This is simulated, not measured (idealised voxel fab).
Presented below is a process module, voxel ribs on slabs.
Square cells of 5 nm make up the cross-section cut, whose width is 190 nm.
A cross-section is a grid of square cells, given in bands from the top down. A band is one or more rows of cells.
This entry defines a band. It first specifies the height of the band's top and the height of its bottom in nm, and then specifies the band's materials from left to right, stating each material with its width in nm. The word "full width" identifies a single material that fills the band from edge to edge, while the word "empty" identifies empty space.
Heads up on the height convention: 0 is the point under which the incoming wafer is all one material, and the lowest band has no bottom, it just keeps going down, like "from 0 down".
Width: "30->40" (first number = top row, second number = bottom row, same change from row to row of cells).
No cell of the cross-section changed in a step that is given as "everything unchanged".
The list in "Enclosed void catalog" covers empty spaces of 8 cells or more that cannot reach the top through any open way, and it gives each as width x height at distance; the distance is from the left edge, and width, height and distance are in nm.
Read whatever lies past the settings on a step's line as the simulator's own remark about the step.
overlay nm: for a step with a mask, the amount by which the mask lay right of where it was planned; a negative amount means left of it.

# Below is the list of planned process steps
1,RECEIVE, material Si
2,DIRECTIONAL_DEP, material SiO2, thk nm 20
3,DIRECTIONAL_DEP, material SiN, thk nm 20
4,DIRECTIONAL_DEP, material aC, thk nm 10
5,PATTERN, tone cover, mask id RIB, material resist, width nm 15, thk nm 25, overlay nm 0
6,DIRECTIONAL_ETCH, etch materials aC, depth nm 10
7,STRIP, etch materials resist
8,DIRECTIONAL_ETCH, etch materials SiN, depth nm 15
9,STRIP, etch materials aC
10,PATTERN, tone cover, mask id SLAB, material resist, width nm 65, thk nm 20, overlay nm 0
11,DIRECTIONAL_ETCH, etch materials SiN, depth nm 5
12,STRIP, etch materials resist
13,FILL_DEP, material SiO2, thk nm 20
14,CMP, height nm 50
15,DIRECTIONAL_DEP, material W, thk nm 10
16,PATTERN, tone cover, mask id HEATER, material resist, width nm 25, thk nm 15, overlay nm 0
17,DIRECTIONAL_ETCH, etch materials W, depth nm 10
18,STRIP, etch materials resist
19,CONFORMAL_DEP, material SiN, thk nm 5

# Wafer as received: cross-section following step 1
  from 0 down: Si full width
  Enclosed void catalog: none

# First of two wafers, end-of-module section, run followed plan
  from 65 to 60: empty 75 nm / SiN 35 nm / empty 80 nm
  from 60 to 55: empty 75 nm / SiN 5 nm / W 25 nm / SiN 5 nm / empty 80 nm
  from 55 to 50: SiN 80 nm / W 25 nm / SiN 85 nm
  from 50 to 40: SiO2 full width
  from 40 to 25: SiO2 85 nm / SiN 15 nm / SiO2 90 nm
  from 25 to 20: SiO2 60 nm / SiN 65 nm / SiO2 65 nm
  from 20 to 0: SiO2 full width
  from 0 down: Si full width
  Enclosed void catalog: none

# Wafer two, end of module, cross-section. Same start, same plan as wafer one. One mistake in the run
  from 60 to 50: empty 80 nm / W 25 nm / empty 85 nm
  from 50 to 40: SiO2 full width
  from 40 to 25: SiO2 85 nm / SiN 15 nm / SiO2 90 nm
  from 25 to 20: SiO2 60 nm / SiN 65 nm / SiO2 65 nm
  from 20 to 0: SiO2 full width
  from 0 down: Si full width
  Enclosed void catalog: none
Want to know what went wrong? step 19 was dropped from the plan's execution and never run
Bottom line after processing is that, in cells, the second wafer is up or down on some materials versus the first: SiN: 42 fewer
